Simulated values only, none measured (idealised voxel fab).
The name of this process module is voxel plated lines.
Cross-section cut: width 185 nm, square cells of 5 nm.
Just so we're on the same page, the cross-sections are grids of square cells, and they're listed out in bands top to bottom, each band one or more rows deep.
Basically the band line says how high the top is and how high the bottom is, in nm, and then what's in it from left to right, every material with its width in nm. Empty space shows up as "empty", and if a single material carries "all across" it runs the full band edge to edge.
The level at which height equals 0 is the one under which the wafer, as it arrives, is entirely one material. No lower edge exists for the bottom band, which continues downward and is notated as in "0 -> down".
Width: "30->40" (first number = top row, second number = bottom row, same change from row to row of cells).
Any step labelled "no alteration" changed none of the cells in the cross-section.
Listed in "Closed void entries": every empty space of 8 or more cells without an open way to the top. Form: width x height at distance, the distance being from the left edge, all in nm.
Past the settings on a step's line: simulator remark, on that step.
Among the settings permitted on a step's line is "overlay nm"; applied to a step with a mask, it specifies the extent to which the mask lay to the right of its planned position, whereas a negative figure signifies a position to the left.

-- List of planned process steps
1 RECEIVE: material Si
2 CONFORMAL_DEP: material Al2O3, thk nm 15
3 DIRECTIONAL_DEP: material TiN, thk nm 5
4 PATTERN: tone open, mask id LINES, material resist, width nm 25, pitch nm 55, thk nm 30, overlay nm 0
5 EPI: material Ru, thk nm 5
6 EPI: material Ru, thk nm 10
7 STRIP: etch materials resist
8 DIRECTIONAL_ETCH: etch materials TiN, depth nm 5
9 CONFORMAL_DEP: material SiN, thk nm 10

-- The first wafer of two, processed as planned

-- Wafer as received: cross-section following step 1
> 0 -> down = Si all across
> Closed void entries: none

-- Cross-section of the wafer subsequent to step 2
> 15 -> 0 = Al2O3 all across
> Anything lower than 0 is untouched.

-- Cross-section of the wafer subsequent to step 3
> 20 -> 15 = TiN all across
> Anything lower than 15 is untouched.

-- Cross-section of the wafer subsequent to step 4
> 50 -> 20 = 50 of resist / 25 of empty / 30 of resist / 25 of empty / 55 of resist
> Anything lower than 20 is untouched.

-- Cross-section of the wafer subsequent to step 5
> 50 -> 25 = 50 of resist / 25 of empty / 30 of resist / 25 of empty / 55 of resist
> 25 -> 20 = 50 of resist / 25 of Ru / 30 of resist / 25 of Ru / 55 of resist
> Anything lower than 20 is untouched.

-- Cross-section of the wafer subsequent to step 6
> 50 -> 35 = 50 of resist / 25 of empty / 30 of resist / 25 of empty / 55 of resist
> 35 -> 20 = 50 of resist / 25 of Ru / 30 of resist / 25 of Ru / 55 of resist
> Anything lower than 20 is untouched.

-- Cross-section of the wafer subsequent to step 7
> 35 -> 20 = 50 of empty / 25 of Ru / 30 of empty / 25 of Ru / 55 of empty
> Anything lower than 20 is untouched.

-- Cross-section of the wafer subsequent to step 8
> 35 -> 20 = 50 of empty / 25 of Ru / 30 of empty / 25 of Ru / 55 of empty
> 20 -> 15 = 50 of empty / 25 of TiN / 30 of empty / 25 of TiN / 55 of empty
> Anything lower than 15 is untouched.

-- Cross-section of the wafer subsequent to step 9
> 45 -> 35 = 40 of empty / 45 of SiN / 10 of empty / 45 of SiN / 45 of empty
> 35 -> 25 = 40 of empty / 10 of SiN / 25 of Ru / 10 of SiN / 10 of empty / 10 of SiN / 25 of Ru / 10 of SiN / 45 of empty
> 25 -> 20 = 50 of SiN / 25 of Ru / 30 of SiN / 25 of Ru / 55 of SiN
> 20 -> 15 = 50 of SiN / 25 of TiN / 30 of SiN / 25 of TiN / 55 of SiN
> Anything lower than 15 is untouched.

-- The remaining wafer, second of the two, started like the first and was run to the same plan, except that one mistake was made along the way; the two coincide through step 3, inclusive

X-section, second wafer, when step 4 was due to finish: no alteration

-- X-section, second wafer, when step 5 was due to finish
> 25 -> 20 = Ru all across
> Anything lower than 20 is untouched.

-- X-section, second wafer, when step 6 was due to finish
> 35 -> 20 = Ru all across
> Anything lower than 20 is untouched.

X-section, second wafer, when step 7 was due to finish: no alteration

X-section, second wafer, when step 8 was due to finish: no alteration

-- X-section, second wafer, when step 9 was due to finish
> 45 -> 35 = SiN all across
> Anything lower than 35 is untouched.
The mistake made against the process plan was this: step 4 of the plan did not run at all; it was left out
It is noted that, at the conclusion of processing, the second wafer exhibits a higher or lower cell count for certain materials relative to the first: 81 more of Ru, 32 fewer of SiN, 27 more of TiN
